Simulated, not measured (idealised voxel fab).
This is a process module. Its name is voxel self aligned contacts.
Cross-section cut spans 170 nm and uses square cells 5 nm in size.
Format of a cross-section: grid, square cells. Given as bands. Order: top down. Band: one or more rows of cells. Top, bottom (nm), then materials left to right with widths (nm); lone material tagged "full width" fills the whole band edge to edge; "air" = empty space. Heads up on the height convention: 0 is the point under which the incoming wafer is all one material, and the lowest band has no bottom, it just keeps going down, like "z 0 and below". It should be noted that a width expressed as "30..40" varies in equal increments from row to row of cells within the band, taking the value of the first number at the top row and that of the second number at the bottom row. "changes: none" for a step: no cell of the cross-section changed in that step. Each empty space that has no open way to the top and spans at least 8 cells appears under "Voids, sealed" as width x height at distance, the distance counted from the left edge, all in nm. On each step's line, the part that comes after the settings is the simulator's own comment on the step. Regarding "overlay nm": on a step with a mask, it is the distance the mask lay to the right of its planned place; a negative value places it to the left.
# Process steps - plan
1 RECEIVE: material Si
2 CONFORMAL_DEP: material SiO2, thk nm 5
3 DIRECTIONAL_DEP: material polySi, thk nm 30
4 DIRECTIONAL_DEP: material SiN, thk nm 25
5 MASKED_ETCH: tone cover, mask id GATE, width nm 30, pitch nm 70, etch materials SiN, depth nm 25, overlay nm 0
6 MASKED_ETCH: tone cover, mask id GATE, width nm 30, pitch nm 70, etch materials polySi, depth nm 30, overlay nm 0
7 CONFORMAL_DEP: material SiN, thk nm 10
8 DIRECTIONAL_ETCH: etch materials SiN, depth nm 10
9 FILL_DEP: material SiO2, thk nm 10
10 CMP: height nm 65
11 DIRECTIONAL_DEP: material aC, thk nm 15
12 PATTERN: tone open, mask id CONTACT, material resist, width nm 50, thk nm 35, overlay nm 0
13 DIRECTIONAL_ETCH: etch materials aC, depth nm 15
14 STRIP: etch materials resist
15 DIRECTIONAL_ETCH: etch materials SiO2, depth nm 65
16 STRIP: etch materials aC
17 CONFORMAL_DEP: material TiN, thk nm 5
18 FILL_DEP: material W, thk nm 5
19 CMP: height nm 65
20 CONFORMAL_DEP: material SiN, thk nm 5
# As-received state of the wafer in cross-section, equivalent to post-step 1
> z 0 and below: Si full width
> Voids, sealed: none
# a wafer at the end: this start, this plan, one mistake
> z 70 to 65: SiN full width
> z 65 to 60: SiO2: 60  TiN: 50  SiO2: 60
> z 60 to 35: W full width
> z 35 to 5: polySi full width
> z 5 to 0: SiO2 full width
> z 0 and below: Si full width
> Voids, sealed: none
Heads up, the wafer didn't run the way we planned it: step 4 was not run as planned; what actually ran was DIRECTIONAL_DEP: material W, thk nm 25
